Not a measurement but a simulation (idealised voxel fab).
Process module name: voxel ribs on slabs
Each square cell in cross-section cut measures 5 nm, and the section as a whole is 275 nm wide.
Cross-section spec: square-cell grid; bands listed top down; each band is one or more rows. Look at the band entry: it leads with the top's height and the bottom's height in nm. Then it lists the materials left to right, with a width in nm for each. The word "everywhere" on a single material says that material fills the band edge to edge. The word "empty" is empty space. Heights are expressed relative to 0, this being the level below which the as-received wafer comprises one material exclusively. The lowest band is unbounded in the downward direction and is denoted as in "0..down". With a width like "30..40", each row of cells in the band differs from the next by the same amount, the top row carrying the first number and the bottom row the second. A step reported as "no modification" is a step in which no cell of the cross-section changed. Listed in "Fully enclosed voids": every empty space of 8 or more cells without an open way to the top. Form: width x height at distance, the distance being from the left edge, all in nm. On a step's line, text after the settings is the simulator commenting on that step. Among the settings permitted on a step's line is "overlay nm"; applied to a step with a mask, it specifies the extent to which the mask lay to the right of its planned position, whereas a negative figure signifies a position to the left.

List of planned process steps:
| 1 | RECEIVE: material Si |
| 2 | DIRECTIONAL_DEP: material SiO2, thk nm 25 |
| 3 | DIRECTIONAL_DEP: material SiN, thk nm 25 |
| 4 | PATTERN: tone cover, mask id RIB, material resist, width nm 25, thk nm 15, overlay nm 0 |
| 5 | DIRECTIONAL_ETCH: etch materials SiN, depth nm 20 |
| 6 | STRIP: etch materials resist |
| 7 | MASKED_ETCH: tone cover, mask id SLAB, width nm 85, etch materials SiN, depth nm 5, overlay nm 0 |
| 8 | FILL_DEP: material SiO2, thk nm 25 |
| 9 | CMP: height nm 70 |
| 10 | DIRECTIONAL_DEP: material W, thk nm 5 |
| 11 | MASKED_ETCH: tone cover, mask id HEATER, width nm 35, etch materials W, depth nm 5, overlay nm 0 |
| 12 | CONFORMAL_DEP: material SiO2, thk nm 10 |

Cross-section of the wafer as it came to us, i.e., already through step 1:
    0..down: Si everywhere
    Fully enclosed voids: none

Cross-sectional result after module completion. Note: starting condition and plan are unchanged from above; one processing mistake was made:
    85..80: empty 110, then SiO2 55, then empty 110
    80..75: SiO2 everywhere
    75..70: SiO2 120, then W 35, then SiO2 120
    70..25: SiN everywhere
    25..0: SiO2 everywhere
    0..down: Si everywhere
    Fully enclosed voids: none
Which mistake was made when the wafer was run? step 8 ran as: FILL_DEP: material SiN, thk nm 25
